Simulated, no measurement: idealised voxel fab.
process module | voxel gate over fins
Square cell edge 5 nm, section width 225 nm, ID cut.
Reading order for cross-sections: top band down to bottom band. Underlying form: a grid of square cells. Band size: one or more rows of cells.
First you get the band's top height and its bottom height, in nm, and then the materials it's made of, left to right, with each width in nm. If you see a single material with "everywhere", that one covers the band edge to edge. "air" is empty space.
Convention: height 0 is the level below which the wafer, as received, is all one material. The lowest band does not terminate at the bottom but continues downward, represented as "0 and below".
You'd read "30..40" like this: the band's top row of cells is as wide as the first number, its bottom row is as wide as the second, and going down, every row changes width by the same amount as the row before did.
"nothing different" (step): cross-section cells unchanged, all of them.
The label "Sealed internal voids" introduces a list of the empty spaces, 8 cells or larger, that have no open way up to the top; each entry in it reads width x height at distance, where the distance is taken from the left edge and all three are stated in nm.
It should be noted that, on the line of a given step, the content following the step's settings is a remark produced by the simulator itself with respect to that step.
The "overlay nm" setting may appear on a step's line; for a step that uses a mask, it gives how far to the right of its planned position the mask lay, and a negative value indicates the left.

List of planned process steps
1: op RECEIVE | material Si
2: op CONFORMAL_DEP | material SiN | thk nm 10
3: op MASKED_ETCH | tone cover | mask id FINS | width nm 15 | pitch nm 60 | etch materials SiN | depth nm 10 | overlay nm 0
4: op MASKED_ETCH | tone cover | mask id FINS | width nm 15 | pitch nm 60 | etch materials Si | depth nm 40 | overlay nm 0
5: op OXIDIZE | depth nm 5
6: op FILL_DEP | material SiO2 | thk nm 10
7: op CMP | height nm 10
8: op MASKED_ETCH | tone open | mask id RAIL | width nm 15 | etch materials SiO2 | depth nm 45 | overlay nm 0
9: op CONFORMAL_DEP | material TiN | thk nm 5
10: op FILL_DEP | material W | thk nm 10
11: op CMP | height nm 10
12: op SELECTIVE_ETCH | etch materials W Ru TiN | depth nm 30
13: op FILL_DEP | material SiO2 | thk nm 5
14: op CMP | height nm 10
15: op SELECTIVE_ETCH | etch materials SiO2 | depth nm 20
16: op STRIP | etch materials SiN
17: op CONFORMAL_DEP | material HfO2 | thk nm 5
18: op CONFORMAL_DEP | material TiN | thk nm 5
19: op FILL_DEP | material W | thk nm 15
20: op CMP | height nm 10
21: op CONFORMAL_DEP | material SiCN | thk nm 5
Keep in mind the plan's value for the height nm of step 20 comes from the first wafer; the wafers don't share that setting, but they do share the same starting point.

Cross-section, first of several wafers, as delivered after step 1
    0 and below = Si everywhere
    Sealed internal voids: none

Below: a row per wafer. Contents at end of module: for every material, cells gained since receipt (+) or lost since receipt (-); then closed voids
height nm 10 | +57 HfO2 | -378 Si | +45 SiCN | +285 SiO2 | +64 TiN | +62 W | Sealed internal voids: none
height nm 15 | +57 HfO2 | -378 Si | +45 SiCN | +285 SiO2 | +64 TiN | +107 W | Sealed internal voids: none
height nm 20 | +57 HfO2 | -378 Si | +45 SiCN | +285 SiO2 | +64 TiN | +152 W | Sealed internal voids: none
height nm 25 | +57 HfO2 | -378 Si | +45 SiCN | +285 SiO2 | +64 TiN | +197 W | Sealed internal voids: none
